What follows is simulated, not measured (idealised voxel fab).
process module | voxel plated lines
cross-section cut | 235 nm wide | cells 5 nm
A cross-section is a grid of square cells, given in bands from the top down. A band is one or more rows of cells.
Each band's line starts with the height of the band's top and of its bottom, in nm. Then come its materials from left to right, each with its width in nm. One material with "throughout" fills the band from edge to edge. "air" is empty space.
Height 0 is the level under which the wafer as received is all one material. The lowest band goes on downwards, as in "0 down".
A width such as "30 to 40" changes by the same amount from each row of cells to the next, from the band's top row to its bottom row.
"no change" after a step means that no cell of the cross-section changed.
closed voids: empty space of 8 cells or more with no open way to the top, each as width x height at its distance from the left edge, in nm
after a step's settings: what the simulator itself notes on the step
overlay nm, on a step with a mask: how far to the right of its planned place the mask lay; to the left if negative
plan
1 op RECEIVE | material Si
2 op CONFORMAL_DEP | material SiO2 | thk nm 15
3 op DIRECTIONAL_DEP | material TiN | thk nm 5
4 op PATTERN | tone open | mask id LINES | material resist | width nm 15 | pitch nm 35 | thk nm 35 | overlay nm 0
5 op EPI | material Ru | thk nm 5
6 op EPI | material Ru | thk nm 10
7 op EPI | material Ru | thk nm 5
8 op STRIP | etch materials resist
9 op DIRECTIONAL_ETCH | etch materials TiN | depth nm 5
10 op CONFORMAL_DEP | material SiN | thk nm 5
first wafer, as planned
as received, after step 1
  0 down: Si throughout
  closed voids: none
after step 2
  15 to 0: SiO2 throughout
  below 0: unchanged
after step 3
  20 to 15: TiN throughout
  below 15: unchanged
after step 4
  55 to 20: resist 90 | air 15 | resist 20 | air 15 | resist 95
  below 20: unchanged
after step 5
  55 to 25: resist 90 | air 15 | resist 20 | air 15 | resist 95
  25 to 20: resist 90 | Ru 15 | resist 20 | Ru 15 | resist 95
  below 20: unchanged
after step 6
  55 to 35: resist 90 | air 15 | resist 20 | air 15 | resist 95
  35 to 20: resist 90 | Ru 15 | resist 20 | Ru 15 | resist 95
  below 20: unchanged
after step 7
  55 to 40: resist 90 | air 15 | resist 20 | air 15 | resist 95
  40 to 20: resist 90 | Ru 15 | resist 20 | Ru 15 | resist 95
  below 20: unchanged
after step 8
  40 to 20: air 90 | Ru 15 | air 20 | Ru 15 | air 95
  below 20: unchanged
after step 9
  40 to 20: air 90 | Ru 15 | air 20 | Ru 15 | air 95
  20 to 15: air 90 | TiN 15 | air 20 | TiN 15 | air 95
  below 15: unchanged
after step 10
  45 to 40: air 85 | SiN 25 | air 10 | SiN 25 | air 90
  40 to 20: air 85 | SiN 5 | Ru 15 | SiN 5 | air 10 | SiN 5 | Ru 15 | SiN 5 | air 90
  20 to 15: SiN 90 | TiN 15 | SiN 20 | TiN 15 | SiN 95
  below 15: unchanged
second wafer: like start, like plan, one mistake. Through step 3 it matches the first wafer
when step 4 should have ended
  55 to 20: resist 80 | air 15 | resist 20 | air 15 | resist 105
  below 20: unchanged
when step 5 should have ended
  55 to 25: resist 80 | air 15 | resist 20 | air 15 | resist 105
  25 to 20: resist 80 | Ru 15 | resist 20 | Ru 15 | resist 105
  below 20: unchanged
when step 6 should have ended
  55 to 35: resist 80 | air 15 | resist 20 | air 15 | resist 105
  35 to 20: resist 80 | Ru 15 | resist 20 | Ru 15 | resist 105
  below 20: unchanged
when step 7 should have ended
  55 to 40: resist 80 | air 15 | resist 20 | air 15 | resist 105
  40 to 20: resist 80 | Ru 15 | resist 20 | Ru 15 | resist 105
  below 20: unchanged
when step 8 should have ended
  40 to 20: air 80 | Ru 15 | air 20 | Ru 15 | air 105
  below 20: unchanged
when step 9 should have ended
  40 to 20: air 80 | Ru 15 | air 20 | Ru 15 | air 105
  20 to 15: air 80 | TiN 15 | air 20 | TiN 15 | air 105
  below 15: unchanged
when step 10 should have ended
  45 to 40: air 75 | SiN 25 | air 10 | SiN 25 | air 100
  40 to 20: air 75 | SiN 5 | Ru 15 | SiN 5 | air 10 | SiN 5 | Ru 15 | SiN 5 | air 100
  20 to 15: SiN 80 | TiN 15 | SiN 20 | TiN 15 | SiN 105
  below 15: unchanged
what went wrong: step 4 ran as: op PATTERN | tone open | mask id LINES | material resist | width nm 15 | pitch nm 35 | thk nm 35 | overlay nm -10
at the end the second wafer has, in cells: as many of each material as the first, in other places
